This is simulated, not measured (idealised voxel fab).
voxel wiring stack: a process module
Shown is cross-section cut, with a width of 195 nm and square cells of size 5 nm.
When this document writes out a cross-section, it uses a grid of square cells and lists it as bands, beginning at the top and moving down, with a band standing for one or more rows of cells. In this notation a band is specified by the heights of its top and bottom, in that order and in nm, after which its materials appear from left to right, each paired with its width in nm. The word "everywhere" attached to a single material means that material fills the band from edge to edge; the word "blank" stands for empty space. Beneath 0, the wafer as received is one material, and that level is where height counting begins. The lowest band goes on downward without a bottom; it is written like "top 0, no bottom". Read "30..40" as a graded width: first number on top, second number at the bottom, same change between each pair of neighbouring rows. A step reported as "nothing changed" is a step in which no cell of the cross-section changed. Enclosed voids (no open way to top), threshold 8 cells or more, entry "Sealed void list", notation width x height at distance, distance from left edge, nm. Text after the settings on a step's line: the simulator's own remark on that step. Steps that use a mask can have "overlay nm" on their line. It says how far the mask sat to the right of where it was meant to be. Negative means to the left.
[Below is the list of planned process steps]
- 1: RECEIVE, material Si
- 2: CONFORMAL_DEP, material SiO2, thk nm 15
- 3: DIRECTIONAL_DEP, material TiN, thk nm 5
- 4: DIRECTIONAL_DEP, material Ru, thk nm 20
- 5: PATTERN, tone cover, mask id METAL_1, material resist, width nm 20, pitch nm 45, thk nm 20, overlay nm 0
- 6: DIRECTIONAL_ETCH, etch materials Ru, depth nm 20
- 7: DIRECTIONAL_ETCH, etch materials TiN, depth nm 5
- 8: STRIP, etch materials resist
- 9: FILL_DEP, material lowk, thk nm 10
- 10: CMP, height nm 40
- 11: CONFORMAL_DEP, material SiCN, thk nm 5
- 12: DIRECTIONAL_DEP, material lowk, thk nm 15
- 13: DIRECTIONAL_DEP, material aC, thk nm 15
- 14: PATTERN, tone open, mask id PLUG_1, material resist, width nm 15, pitch nm 45, thk nm 35, overlay nm 0
- 15: DIRECTIONAL_ETCH, etch materials aC, depth nm 15
- 16: STRIP, etch materials resist
- 17: DIRECTIONAL_ETCH, etch materials lowk, depth nm 15
- 18: DIRECTIONAL_ETCH, etch materials SiCN, depth nm 5
- 19: STRIP, etch materials aC
- 20: EPI, material Ru, thk nm 10
- 21: EPI, material Ru, thk nm 10
- 22: CONFORMAL_DEP, material SiN, thk nm 5
- 23: DIRECTIONAL_DEP, material SiO2, thk nm 15
- 24: DIRECTIONAL_DEP, material aC, thk nm 10
- 25: PATTERN, tone open, mask id METAL_2, material resist, width nm 20, pitch nm 45, thk nm 30, overlay nm 0
- 26: DIRECTIONAL_ETCH, etch materials aC, depth nm 10
- 27: STRIP, etch materials resist
- 28: DIRECTIONAL_ETCH, etch materials SiO2, depth nm 15
- 29: DIRECTIONAL_ETCH, etch materials SiN, depth nm 5
- 30: STRIP, etch materials aC
- 31: CONFORMAL_DEP, material TiN, thk nm 5
- 32: FILL_DEP, material Cu, thk nm 10
- 33: CMP, height nm 80
- 34: CONFORMAL_DEP, material SiCN, thk nm 5
- 35: DIRECTIONAL_DEP, material lowk, thk nm 30
- 36: DIRECTIONAL_DEP, material aC, thk nm 15
- 37: PATTERN, tone open, mask id METAL_3, material resist, width nm 20, pitch nm 45, thk nm 35, overlay nm 0
- 38: DIRECTIONAL_ETCH, etch materials aC, depth nm 15
- 39: STRIP, etch materials resist
- 40: DIRECTIONAL_ETCH, etch materials lowk, depth nm 15
- 41: STRIP, etch materials aC
- 42: MASKED_ETCH, tone open, mask id METAL_3_HOLES, width nm 15, pitch nm 45, etch materials lowk, depth nm 15, overlay nm 0
- 43: MASKED_ETCH, tone open, mask id METAL_3_HOLES, width nm 15, pitch nm 45, etch materials SiCN, depth nm 5, overlay nm 0
- 44: CONFORMAL_DEP, material TiN, thk nm 5
- 45: FILL_DEP, material Cu, thk nm 5
- 46: CMP, height nm 115
- 47: CONFORMAL_DEP, material SiCN, thk nm 5
- 48: DIRECTIONAL_DEP, material lowk, thk nm 10
- 49: MASKED_ETCH, tone open, mask id PLUG_3, width nm 15, pitch nm 45, etch materials lowk, depth nm 10, overlay nm 0
- 50: MASKED_ETCH, tone open, mask id PLUG_3, width nm 15, pitch nm 45, etch materials SiCN, depth nm 5, overlay nm 0
- 51: CONFORMAL_DEP, material TiN, thk nm 5
- 52: FILL_DEP, material Cu, thk nm 5
- 53: CMP, height nm 130
- 54: CONFORMAL_DEP, material SiCN, thk nm 5
- 55: DIRECTIONAL_DEP, material SiO2, thk nm 25
- 56: DIRECTIONAL_DEP, material aC, thk nm 10
- 57: PATTERN, tone open, mask id METAL_4, material resist, width nm 20, pitch nm 45, thk nm 25, overlay nm 0
- 58: DIRECTIONAL_ETCH, etch materials aC, depth nm 10
- 59: STRIP, etch materials resist
- 60: DIRECTIONAL_ETCH, etch materials SiO2, depth nm 25
- 61: DIRECTIONAL_ETCH, etch materials SiCN, depth nm 5
- 62: STRIP, etch materials aC
- 63: CONFORMAL_DEP, material TiN, thk nm 5
- 64: FILL_DEP, material Cu, thk nm 5
- 65: CMP, height nm 160
- 66: CONFORMAL_DEP, material SiCN, thk nm 5
[Cross-sectional view of the wafer in its as-received condition, corresponding to the state after step 1]
- top 0, no bottom: Si everywhere
- Sealed void list: none
[Below is the wafer in cross-section after the module was completed. It began from the starting point shown above and followed the plan shown above, except that one mistake was made while running it]
- top 165, bottom 160: SiCN everywhere
- top 160, bottom 135: SiO2 40 nm, then TiN 5 nm, then Cu 10 nm, then TiN 5 nm, then SiO2 25 nm, then TiN 5 nm, then Cu 10 nm, then TiN 5 nm, then SiO2 25 nm, then TiN 5 nm, then Cu 10 nm, then TiN 5 nm, then SiO2 45 nm
- top 135, bottom 130: SiCN 40 nm, then TiN 20 nm, then SiCN 25 nm, then TiN 20 nm, then SiCN 25 nm, then TiN 20 nm, then SiCN 45 nm
- top 130, bottom 125: Cu 35 nm, then TiN 5 nm, then lowk 15 nm, then TiN 5 nm, then Cu 20 nm, then TiN 5 nm, then lowk 15 nm, then TiN 5 nm, then Cu 20 nm, then TiN 5 nm, then lowk 15 nm, then TiN 5 nm, then Cu 45 nm
- top 125, bottom 120: TiN 40 nm, then lowk 15 nm, then TiN 30 nm, then lowk 15 nm, then TiN 30 nm, then lowk 15 nm, then TiN 50 nm
- top 120, bottom 115: SiCN everywhere
- top 115, bottom 105: lowk 40 nm, then TiN 5 nm, then Cu 10 nm, then TiN 5 nm, then lowk 25 nm, then TiN 5 nm, then Cu 10 nm, then TiN 5 nm, then lowk 25 nm, then TiN 5 nm, then Cu 10 nm, then TiN 5 nm, then lowk 45 nm
- top 105, bottom 100: lowk 40 nm, then TiN 5 nm, then Cu 5 nm, then TiN 10 nm, then lowk 25 nm, then TiN 5 nm, then Cu 5 nm, then TiN 10 nm, then lowk 25 nm, then TiN 5 nm, then Cu 5 nm, then TiN 10 nm, then lowk 45 nm
- top 100, bottom 85: lowk 40 nm, then TiN 5 nm, then Cu 5 nm, then TiN 5 nm, then lowk 30 nm, then TiN 5 nm, then Cu 5 nm, then TiN 5 nm, then lowk 30 nm, then TiN 5 nm, then Cu 5 nm, then TiN 5 nm, then lowk 50 nm
- top 85, bottom 80: SiCN 40 nm, then TiN 15 nm, then SiCN 30 nm, then TiN 15 nm, then SiCN 30 nm, then TiN 15 nm, then SiCN 50 nm
- top 80, bottom 65: SiO2 40 nm, then TiN 5 nm, then Cu 10 nm, then TiN 5 nm, then SiO2 25 nm, then TiN 5 nm, then Cu 10 nm, then TiN 5 nm, then SiO2 25 nm, then TiN 5 nm, then Cu 10 nm, then TiN 5 nm, then SiO2 45 nm
- top 65, bottom 60: SiN 40 nm, then TiN 20 nm, then SiN 25 nm, then TiN 20 nm, then SiN 25 nm, then TiN 20 nm, then SiN 45 nm
- top 60, bottom 45: lowk 40 nm, then Ru 15 nm, then lowk 30 nm, then Ru 15 nm, then lowk 30 nm, then Ru 15 nm, then lowk 50 nm
- top 45, bottom 40: SiCN 40 nm, then Ru 15 nm, then SiCN 30 nm, then Ru 15 nm, then SiCN 30 nm, then Ru 15 nm, then SiCN 50 nm
- top 40, bottom 20: lowk 40 nm, then Ru 20 nm, then lowk 25 nm, then Ru 20 nm, then lowk 25 nm, then Ru 20 nm, then lowk 45 nm
- top 20, bottom 15: lowk 40 nm, then TiN 20 nm, then lowk 25 nm, then TiN 20 nm, then lowk 25 nm, then TiN 20 nm, then lowk 45 nm
- top 15, bottom 0: SiO2 everywhere
- top 0, no bottom: Si everywhere
- Sealed void list: none
Heads up, the wafer didn't run the way we planned it: off-plan run, step 49, actual operation and settings MASKED_ETCH, tone cover, mask id PLUG_3, width nm 15, pitch nm 45, etch materials lowk, depth nm 10, overlay nm 0
